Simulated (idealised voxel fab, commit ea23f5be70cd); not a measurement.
process module | voxel self aligned vias
cross-section cut | 165 nm wide | cells 5 nm
A cross-section is a grid of square cells, given in bands from the top down. A band is one or more rows of cells.
Each band's line starts with the height of the band's top and of its bottom, in nm. Then come its materials from left to right, each with its width in nm. One material with "throughout" fills the band from edge to edge. "air" is empty space.
Height 0 is the level under which the wafer as received is all one material. The lowest band goes on downwards, as in "0 down".
A width such as "30 to 40" changes by the same amount from each row of cells to the next, from the band's top row to its bottom row.
"no change" after a step means that no cell of the cross-section changed.
closed voids: empty space of 8 cells or more with no open way to the top, each as width x height at its distance from the left edge, in nm
after a step's settings: what the simulator itself notes on the step
overlay nm, on a step with a mask: how far to the right of its planned place the mask lay; to the left if negative
plan
1 op RECEIVE | material Si
2 op CONFORMAL_DEP | material SiO2 | thk nm 10
3 op CONFORMAL_DEP | material SiCN | thk nm 5
4 op DIRECTIONAL_DEP | material lowk | thk nm 25
5 op PATTERN | tone open | mask id LINES | material resist | width nm 20 | pitch nm 70 | thk nm 15 | overlay nm 0
6 op DIRECTIONAL_ETCH | etch materials lowk | depth nm 25
7 op STRIP | etch materials resist
8 op CONFORMAL_DEP | material TiN | thk nm 5
9 op FILL_DEP | material Ru | thk nm 10
10 op CMP | height nm 40
11 op SELECTIVE_ETCH | etch materials W Ru TiN | depth nm 10
12 op FILL_DEP | material SiN | thk nm 10
13 op CMP | height nm 40
14 op DIRECTIONAL_DEP | material lowk | thk nm 20
15 op MASKED_ETCH | tone open | mask id VIAS | width nm 40 | etch materials lowk | depth nm 20 | overlay nm 0
16 op MASKED_ETCH | tone open | mask id VIAS | width nm 40 | etch materials SiN | depth nm 10 | overlay nm 0
17 op CONFORMAL_DEP | material TiN | thk nm 5
18 op FILL_DEP | material Ru | thk nm 5
19 op CMP | height nm 60
20 op CONFORMAL_DEP | material SiCN | thk nm 5
as received, after step 1
  0 down: Si throughout
  closed voids: none
first wafer at the end, as planned
  65 to 60: SiCN throughout
  60 to 45: lowk 25 | TiN 5 | Ru 30 | TiN 5 | lowk 100
  45 to 40: lowk 25 | TiN 15 | Ru 10 | TiN 15 | lowk 100
  40 to 35: lowk 35 | TiN 5 | Ru 10 | TiN 5 | lowk 50 | SiN 20 | lowk 40
  35 to 30: lowk 35 | TiN 20 | lowk 50 | SiN 20 | lowk 40
  30 to 20: lowk 35 | TiN 5 | Ru 10 | TiN 5 | lowk 50 | TiN 5 | Ru 10 | TiN 5 | lowk 40
  20 to 15: lowk 35 | TiN 20 | lowk 50 | TiN 20 | lowk 40
  15 to 10: SiCN throughout
  10 to 0: SiO2 throughout
  0 down: Si throughout
  closed voids: none
second wafer at the end: like start, like plan, one mistake
  65 to 60: SiCN throughout
  60 to 45: lowk 20 | TiN 5 | Ru 40 | TiN 5 | lowk 95
  45 to 40: lowk 20 | TiN 20 | Ru 10 | TiN 20 | lowk 95
  40 to 35: lowk 35 | TiN 5 | Ru 10 | TiN 5 | lowk 50 | SiN 20 | lowk 40
  35 to 30: lowk 35 | TiN 20 | lowk 50 | SiN 20 | lowk 40
  30 to 20: lowk 35 | TiN 5 | Ru 10 | TiN 5 | lowk 50 | TiN 5 | Ru 10 | TiN 5 | lowk 40
  20 to 15: lowk 35 | TiN 20 | lowk 50 | TiN 20 | lowk 40
  15 to 10: SiCN throughout
  10 to 0: SiO2 throughout
  0 down: Si throughout
  closed voids: none
what went wrong: step 15 ran as: op MASKED_ETCH | tone open | mask id VIAS | width nm 50 | etch materials lowk | depth nm 20 | overlay nm 0
at the end the second wafer has, in cells: 6 more of Ru | 2 more of TiN | 8 fewer of lowk
